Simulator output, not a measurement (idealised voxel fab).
Name of the process module below: voxel transistor to metal
It is cross-section cut that appears here, measuring 210 nm in width, its square cells being 5 nm in size.
Cross-section = grid of square cells, listed top down in bands; band = one or more rows.
For a band, the entry starts with two heights in nm, that of the top and then that of the bottom, and carries on with the band's materials in order from left to right, each alongside its width in nm; the word "all across" beside a single material means it fills the band edge to edge, and "empty" means empty space.
Convention: height 0 is the level below which the wafer, as received, is all one material. The lowest band does not terminate at the bottom but continues downward, represented as "0 -> down".
A width such as "30..40" changes by the same amount from each row of cells to the next, from the band's top row to its bottom row.
"everything unchanged" -> step changed no cross-section cell.
Listed in "Unvented internal voids": every empty space of 8 or more cells without an open way to the top. Form: width x height at distance, the distance being from the left edge, all in nm.
What comes after the settings on a step's line is commentary from the simulator itself on that step.
When a step includes a mask, the "overlay nm" setting on its line states how far to the right of its planned place that mask lay, and negative values state how far to the left.
The process steps that were planned are listed below
1,RECEIVE,material Si
2,OXIDIZE,depth nm 5
3,CONFORMAL_DEP,material SiN,thk nm 15
4,DIRECTIONAL_DEP,material aC,thk nm 15
5,PATTERN,tone cover,mask id ACTIVE,material resist,width nm 125,thk nm 30,overlay nm 0
6,DIRECTIONAL_ETCH,etch materials aC,depth nm 15
7,STRIP,etch materials resist
8,DIRECTIONAL_ETCH,etch materials SiN,depth nm 15
9,DIRECTIONAL_ETCH,etch materials SiO2,depth nm 5
10,DIRECTIONAL_ETCH,etch materials Si,depth nm 35
11,STRIP,etch materials aC
12,FILL_DEP,material SiO2,thk nm 15
13,CMP,height nm 15
14,SELECTIVE_ETCH,etch materials SiO2,depth nm 5
15,STRIP,etch materials SiN
16,SELECTIVE_ETCH,etch materials SiO2,depth nm 5
17,OXIDIZE,depth nm 5
18,DIRECTIONAL_DEP,material polySi,thk nm 20
19,DIRECTIONAL_DEP,material SiCN,thk nm 15
20,PATTERN,tone cover,mask id GATE,material resist,width nm 35,thk nm 15,overlay nm 0
21,DIRECTIONAL_ETCH,etch materials SiCN,depth nm 25
22,DIRECTIONAL_ETCH,etch materials polySi,depth nm 30
23,STRIP,etch materials resist
24,CONFORMAL_DEP,material SiN,thk nm 10
25,DIRECTIONAL_ETCH,etch materials SiN,depth nm 10
26,DIRECTIONAL_ETCH,etch materials SiO2,depth nm 5
27,DIRECTIONAL_ETCH,etch materials Si,depth nm 10
28,EPI,material SiGe,thk nm 10
29,FILL_DEP,material SiO2,thk nm 10
30,CMP,height nm 15
31,STRIP,etch materials polySi
32,SELECTIVE_ETCH,etch materials SiO2,depth nm 5
33,CONFORMAL_DEP,material HfO2,thk nm 5
34,CONFORMAL_DEP,material TiN,thk nm 5
35,FILL_DEP,material W,thk nm 10
36,CMP,height nm 10
37,DIRECTIONAL_DEP,material SiO2,thk nm 15
38,PATTERN,tone open,mask id CONTACT,material resist,width nm 15,pitch nm 90,thk nm 20,overlay nm 0
39,DIRECTIONAL_ETCH,etch materials SiO2,depth nm 35
40,STRIP,etch materials resist
41,CONFORMAL_DEP,material TiN,thk nm 5
42,FILL_DEP,material Ru,thk nm 10
43,CMP,height nm 25
44,DIRECTIONAL_DEP,material TiN,thk nm 5
45,DIRECTIONAL_DEP,material W,thk nm 15
46,PATTERN,tone cover,mask id METAL_1,material resist,width nm 15,pitch nm 90,thk nm 15,overlay nm 0
47,DIRECTIONAL_ETCH,etch materials W,depth nm 15
48,DIRECTIONAL_ETCH,etch materials TiN,depth nm 5
49,STRIP,etch materials resist
50,FILL_DEP,material lowk,thk nm 5
51,CMP,height nm 45
52,CONFORMAL_DEP,material SiCN,thk nm 5
53,DIRECTIONAL_DEP,material SiO2,thk nm 30
54,DIRECTIONAL_DEP,material aC,thk nm 15
55,PATTERN,tone open,mask id METAL_2,material resist,width nm 15,pitch nm 90,thk nm 30,overlay nm 0
56,DIRECTIONAL_ETCH,etch materials aC,depth nm 15
57,STRIP,etch materials resist
58,DIRECTIONAL_ETCH,etch materials SiO2,depth nm 15
59,STRIP,etch materials aC
60,PATTERN,tone open,mask id METAL_2_HOLES,material resist,width nm 15,pitch nm 90,thk nm 20,overlay nm 0
61,DIRECTIONAL_ETCH,etch materials SiO2,depth nm 15
62,DIRECTIONAL_ETCH,etch materials SiCN,depth nm 5
63,STRIP,etch materials resist
64,CONFORMAL_DEP,material TiN,thk nm 5
65,FILL_DEP,material Ru,thk nm 10
66,CMP,height nm 80
67,CONFORMAL_DEP,material SiN,thk nm 5
Incoming wafer in cross-section (state: after step 1)
* 0 -> down  Si all across
* Unvented internal voids: none
Looking at the first of two wafers in cross-section at end of module - ran to plan
* 85 -> 80  SiN all across
* 80 -> 50  SiO2 50, TiN 5, Ru 5, TiN 5, SiO2 75, TiN 5, Ru 5, TiN 5, SiO2 55
* 50 -> 45  SiCN 50, TiN 15, SiCN 75, TiN 15, SiCN 55
* 45 -> 30  lowk 50, W 15, lowk 75, W 15, lowk 55
* 30 -> 25  lowk 50, TiN 15, lowk 75, TiN 15, lowk 55
* 25 -> 10  SiO2 50, TiN 5, Ru 5, TiN 5, SiO2 75, TiN 5, Ru 5, TiN 5, SiO2 55
* 10 -> 5  SiO2 50, TiN 5, Ru 5, TiN 5, SiO2 10, SiN 10, HfO2 5, TiN 5, W 15, TiN 5, HfO2 5, SiN 10, SiO2 10, TiN 5, Ru 5, TiN 5, SiO2 55
* 5 -> 0  SiO2 35, SiN 10, SiO2 5, TiN 15, SiO2 10, SiN 10, HfO2 5, TiN 5, W 15, TiN 5, HfO2 5, SiN 10, SiO2 10, TiN 15, SiO2 5, SiN 10, SiO2 40
* 0 -> -5  SiO2 35, SiN 10, SiGe 10, TiN 10, SiGe 10, SiN 10, HfO2 5, TiN 25, HfO2 5, SiN 10, SiGe 10, TiN 10, SiGe 10, SiN 10, SiO2 40
* -5 -> -10  SiO2 45, SiGe 10, TiN 10, SiGe 10, SiO2 5, HfO2 45, SiO2 5, SiGe 10, TiN 10, SiGe 10, SiO2 50
* -10 -> -20  SiO2 40, Si 5, SiGe 30, Si 55, SiGe 30, Si 5, SiO2 45
* -20 -> -40  SiO2 40, Si 125, SiO2 45
* -40 -> down  Si all across
* Unvented internal voids: none
Wafer two, sectioned after the module: the first wafer's start, the first wafer's plan, and one mistake in how it was run
* 85 -> 80  SiN all across
* 80 -> 50  SiO2 50, TiN 5, Ru 5, TiN 5, SiO2 75, TiN 5, Ru 5, TiN 5, SiO2 55
* 50 -> 45  SiCN 50, TiN 15, SiCN 75, TiN 15, SiCN 55
* 45 -> 30  W 50, lowk 15, W 75, lowk 15, W 55
* 30 -> 25  TiN 50, lowk 15, TiN 75, lowk 15, TiN 55
* 25 -> 10  SiO2 50, TiN 5, Ru 5, TiN 5, SiO2 75, TiN 5, Ru 5, TiN 5, SiO2 55
* 10 -> 5  SiO2 50, TiN 5, Ru 5, TiN 5, SiO2 10, SiN 10, HfO2 5, TiN 5, W 15, TiN 5, HfO2 5, SiN 10, SiO2 10, TiN 5, Ru 5, TiN 5, SiO2 55
* 5 -> 0  SiO2 35, SiN 10, SiO2 5, TiN 15, SiO2 10, SiN 10, HfO2 5, TiN 5, W 15, TiN 5, HfO2 5, SiN 10, SiO2 10, TiN 15, SiO2 5, SiN 10, SiO2 40
* 0 -> -5  SiO2 35, SiN 10, SiGe 10, TiN 10, SiGe 10, SiN 10, HfO2 5, TiN 25, HfO2 5, SiN 10, SiGe 10, TiN 10, SiGe 10, SiN 10, SiO2 40
* -5 -> -10  SiO2 45, SiGe 10, TiN 10, SiGe 10, SiO2 5, HfO2 45, SiO2 5, SiGe 10, TiN 10, SiGe 10, SiO2 50
* -10 -> -20  SiO2 40, Si 5, SiGe 30, Si 55, SiGe 30, Si 5, SiO2 45
* -20 -> -40  SiO2 40, Si 125, SiO2 45
* -40 -> down  Si all across
* Unvented internal voids: none
What broke from the plan during processing? step 46 was not run as planned; what actually ran was PATTERN,tone open,mask id METAL_1,material resist,width nm 15,pitch nm 90,thk nm 15,overlay nm 0
Materials where the second wafer ends with more or fewer cells than the first: 30 more of TiN; 90 more of W; 120 fewer of lowk
